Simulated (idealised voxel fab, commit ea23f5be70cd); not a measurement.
Proc. module: voxel capacitor over wiring
Displayed cross-section: cut, width of 195 nm, square cells sized 5 nm.
For the purposes of this document, a cross-section shall be understood as a grid of square cells, specified as bands listed in top-to-bottom order, each band consisting of one or more rows of cells. It is stipulated that each band's entry specify, in nanometres, the height of the top of the band and then that of its bottom, followed by the materials of the band in left-to-right sequence, each together with its width in nanometres. A single material marked by the word "all across" is understood to fill the band from edge to edge; the word "empty" is understood to denote empty space. Basically, 0 is our baseline, since under it the wafer straight out of the box is all one material. The bottom band has no lower end and keeps on going down, so it looks like "z 0 and below". A width such as "30 to 40" changes by the same amount from each row of cells to the next, from the band's top row to its bottom row. When a step is marked "no modifications", none of the cells in the cross-section changed during that step. Under "Fully sealed voids" you'll find the enclosed gaps, the ones with no way out to the top, that are 8 cells or bigger; each reads width x height at distance, with distance counted from the left edge, everything in nm. Where a step's line continues beyond its settings, the continuation is a remark by the simulator itself on that step. Each step line may optionally specify "overlay nm", which for a step with a mask gives the rightward distance between the mask's planned place and where it lay, a negative value indicating the leftward direction.

Planned step list for the process:
1. op RECEIVE | material Si
2. op CONFORMAL_DEP | material SiO2 | thk nm 15
3. op CONFORMAL_DEP | material SiCN | thk nm 5
4. op DIRECTIONAL_DEP | material lowk | thk nm 20
5. op MASKED_ETCH | tone open | mask id METAL_1 | width nm 20 | pitch nm 80 | etch materials lowk | depth nm 20 | overlay nm 0
6. op MASKED_ETCH | tone open | mask id METAL_1 | width nm 20 | pitch nm 80 | etch materials SiCN | depth nm 5 | overlay nm 0
7. op CONFORMAL_DEP | material TiN | thk nm 5
8. op FILL_DEP | material Cu | thk nm 5
9. op CMP | height nm 40
10. op CONFORMAL_DEP | material SiCN | thk nm 5
11. op DIRECTIONAL_DEP | material lowk | thk nm 20
12. op DIRECTIONAL_DEP | material aC | thk nm 10
13. op PATTERN | tone open | mask id PLUG_1 | material resist | width nm 15 | thk nm 25 | overlay nm 0
14. op DIRECTIONAL_ETCH | etch materials aC | depth nm 10
15. op STRIP | etch materials resist
16. op DIRECTIONAL_ETCH | etch materials lowk | depth nm 20
17. op DIRECTIONAL_ETCH | etch materials SiCN | depth nm 5
18. op STRIP | etch materials aC
19. op CONFORMAL_DEP | material TiN | thk nm 5
20. op FILL_DEP | material Ru | thk nm 10
21. op CMP | height nm 65
22. op DIRECTIONAL_DEP | material TiN | thk nm 5
23. op DIRECTIONAL_DEP | material Al2O3 | thk nm 5
24. op DIRECTIONAL_DEP | material TiN | thk nm 10
25. op MASKED_ETCH | tone cover | mask id UPPER_PLATE | width nm 65 | etch materials TiN | depth nm 10 | overlay nm 0
26. op MASKED_ETCH | tone cover | mask id UPPER_PLATE | width nm 65 | etch materials Al2O3 | depth nm 5 | overlay nm 0
27. op MASKED_ETCH | tone cover | mask id LOWER_PLATE | width nm 75 | etch materials TiN | depth nm 5 | overlay nm 0
28. op FILL_DEP | material SiO2 | thk nm 15
29. op CMP | height nm 95
30. op PATTERN | tone open | mask id PLUG_2 | material resist | width nm 15 | thk nm 15 | overlay nm 0
31. op DIRECTIONAL_ETCH | etch materials SiO2 | depth nm 10
32. op STRIP | etch materials resist
33. op CONFORMAL_DEP | material TiN | thk nm 5
34. op FILL_DEP | material W | thk nm 5
35. op CMP | height nm 95
36. op CONFORMAL_DEP | material SiCN | thk nm 5

Incoming wafer, cross-sectional view, post step 1:
    z 0 and below = Si all across
    Fully sealed voids: none

Look at the cross-section after the module: the wafer started out the way shown above and the plan was the one shown above, yet one mistake was made along the way:
    z 95 to 90 = SiCN all across
    z 90 to 85 = 60 SiO2  15 TiN  120 SiO2
    z 85 to 75 = 50 SiO2  65 TiN  80 SiO2
    z 75 to 70 = 50 SiO2  65 Al2O3  80 SiO2
    z 70 to 65 = 45 SiO2  75 TiN  75 SiO2
    z 65 to 45 = 50 lowk  5 TiN  5 Ru  5 TiN  130 lowk
    z 45 to 40 = 50 SiCN  15 TiN  130 SiCN
    z 40 to 20 = 45 lowk  5 TiN  10 Cu  5 TiN  60 lowk  5 TiN  10 Cu  5 TiN  50 lowk
    z 20 to 15 = 45 SiCN  20 TiN  60 SiCN  20 TiN  50 SiCN
    z 15 to 0 = SiO2 all across
    z 0 and below = Si all across
    Fully sealed voids: none
what went wrong: step 35 was not run as planned; what actually ran was op CMP | height nm 90
